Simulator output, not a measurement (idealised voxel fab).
Documented hereafter: the process module known as voxel plated lines.
Square cells of 5 nm make up the cross-section cut, whose width is 175 nm.
Just so we're on the same page, the cross-sections are grids of square cells, and they're listed out in bands top to bottom, each band one or more rows deep. Top, bottom (nm), then materials left to right with widths (nm); lone material tagged "everywhere" fills the whole band edge to edge; "blank" = empty space. Convention: height 0 is the level below which the wafer, as received, is all one material. The lowest band does not terminate at the bottom but continues downward, represented as "0..down". Think of "30->40" as a width that walks from the first number to the second as you go down the band, top row to bottom row, taking equal-sized steps from row to row. Reading "same as before" for a step: not a cell of the cross-section changed in it. Enclosed voids (no open way to top), threshold 8 cells or more, entry "Sealed internal cavities", notation width x height at distance, distance from left edge, nm. If you see something after the settings on a step's line, that's the simulator's own remark about that step. If you see "overlay nm" on a step's line and that step has a mask, it's telling you how far right of where it was planned the mask ended up; a negative number means it went left instead.

### The planned process steps are enumerated hereunder
step 1: RECEIVE | material Si
step 2: CONFORMAL_DEP | material SiO2 | thk nm 5
step 3: DIRECTIONAL_DEP | material TiN | thk nm 5
step 4: PATTERN | tone open | mask id LINES | material resist | width nm 15 | pitch nm 35 | thk nm 20 | overlay nm 0
step 5: EPI | material Ru | thk nm 10
step 6: STRIP | etch materials resist
step 7: DIRECTIONAL_ETCH | etch materials TiN | depth nm 5
step 8: CONFORMAL_DEP | material SiCN | thk nm 10

### Cross-section of the wafer as it came to us, i.e., already through step 1
    0..down  Si everywhere
    Sealed internal cavities: none

### Cross-sectional view of the first of the two wafers upon completion of the module, processed in accordance with the plan
    30..20  blank (15) | SiCN (140) | blank (20)
    20..15  blank (15) | SiCN (10) | Ru (15) | SiCN (20) | Ru (15) | SiCN (20) | Ru (15) | SiCN (20) | Ru (15) | SiCN (10) | blank (20)
    15..10  SiCN (25) | Ru (15) | SiCN (20) | Ru (15) | SiCN (20) | Ru (15) | SiCN (20) | Ru (15) | SiCN (30)
    10..5  SiCN (25) | TiN (15) | SiCN (20) | TiN (15) | SiCN (20) | TiN (15) | SiCN (20) | TiN (15) | SiCN (30)
    5..0  SiO2 everywhere
    0..down  Si everywhere
    Sealed internal cavities: none

### What the second wafer looks like in cross-section once the module is done. Its start and its plan matched the first wafer's exactly; what differed was one mistake in how it was run
    25..20  blank (15) | SiCN (140) | blank (20)
    20..15  SiCN everywhere
    15..10  SiCN (25) | Ru (15) | SiCN (20) | Ru (15) | SiCN (20) | Ru (15) | SiCN (20) | Ru (15) | SiCN (30)
    10..5  TiN everywhere
    5..0  SiO2 everywhere
    0..down  Si everywhere
    Sealed internal cavities: none
Deviation from plan: contrary to plan, step 7 was performed as DIRECTIONAL_ETCH | etch materials Ru | depth nm 5
Heads up, by the end the second wafer has more or fewer cells of some materials compared to the first: 12 fewer of Ru; 32 fewer of SiCN; 23 more of TiN
